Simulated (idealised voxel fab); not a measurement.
process module | voxel released beams
cross-section cut | 275 nm wide | cells 5 nm
A cross-section is a grid of square cells, given in bands from the top down. A band is one or more rows of cells.
Each band's line starts with the height of the band's top and of its bottom, in nm. Then come its materials from left to right, each with its width in nm. One material with "throughout" fills the band from edge to edge. "air" is empty space.
Height 0 is the level under which the wafer as received is all one material. The lowest band goes on downwards, as in "0 down".
A width such as "30 to 40" changes by the same amount from each row of cells to the next, from the band's top row to its bottom row.
"no change" after a step means that no cell of the cross-section changed.
closed voids: empty space of 8 cells or more with no open way to the top, each as width x height at its distance from the left edge, in nm
after a step's settings: what the simulator itself notes on the step
overlay nm, on a step with a mask: how far to the right of its planned place the mask lay; to the left if negative
plan
1 op RECEIVE | material Si
2 op CONFORMAL_DEP | material SiN | thk nm 5
3 op DIRECTIONAL_DEP | material SiO2 | thk nm 15
4 op DIRECTIONAL_DEP | material aC | thk nm 15
5 op PATTERN | tone open | mask id ANCHOR | material resist | width nm 35 | thk nm 35 | overlay nm 0
6 op DIRECTIONAL_ETCH | etch materials aC | depth nm 15
7 op STRIP | etch materials resist
8 op DIRECTIONAL_ETCH | etch materials SiO2 | depth nm 15
9 op STRIP | etch materials aC
10 op CONFORMAL_DEP | material W | thk nm 15
11 op MASKED_ETCH | tone cover | mask id BEAM | width nm 90 | etch materials W | depth nm 15 | overlay nm 0
12 op STRIP | etch materials SiO2
first wafer, as planned
as received, after step 1
  0 down: Si throughout
  closed voids: none
after step 2
  5 to 0: SiN throughout
  below 0: unchanged
after step 3
  20 to 5: SiO2 throughout
  below 5: unchanged
after step 4
  35 to 20: aC throughout
  below 20: unchanged
after step 5
  70 to 35: resist 95 | air 35 | resist 145
  below 35: unchanged
after step 6
  55 to 35: resist 95 | air 35 | resist 145
  35 to 20: aC 95 | air 35 | aC 145
  below 20: unchanged
after step 7
  35 to 20: aC 95 | air 35 | aC 145
  below 20: unchanged
after step 8
  35 to 20: aC 95 | air 35 | aC 145
  20 to 5: SiO2 95 | air 35 | SiO2 145
  below 5: unchanged
after step 9
  20 to 5: SiO2 95 | air 35 | SiO2 145
  below 5: unchanged
after step 10
  35 to 20: W 110 | air 5 | W 160
  20 to 5: SiO2 95 | W 35 | SiO2 145
  below 5: unchanged
after step 11
  35 to 20: air 90 | W 20 | air 5 | W 65 | air 95
  below 20: unchanged
after step 12
  35 to 20: air 90 | W 20 | air 5 | W 65 | air 95
  20 to 5: air 95 | W 35 | air 145
  below 5: unchanged
second wafer: like start, like plan, one mistake. Through step 8 it matches the first wafer
when step 9 should have ended
  0 down: Si throughout
when step 10 should have ended
  15 to 0: W throughout
  below 0: unchanged
when step 11 should have ended
  15 to 0: air 90 | W 90 | air 95
  below 0: unchanged
when step 12 should have ended: no change
what went wrong: step 9 ran as: op STRIP | etch materials SiN
at the end the second wafer has, in cells: 55 fewer of SiN | 18 fewer of W
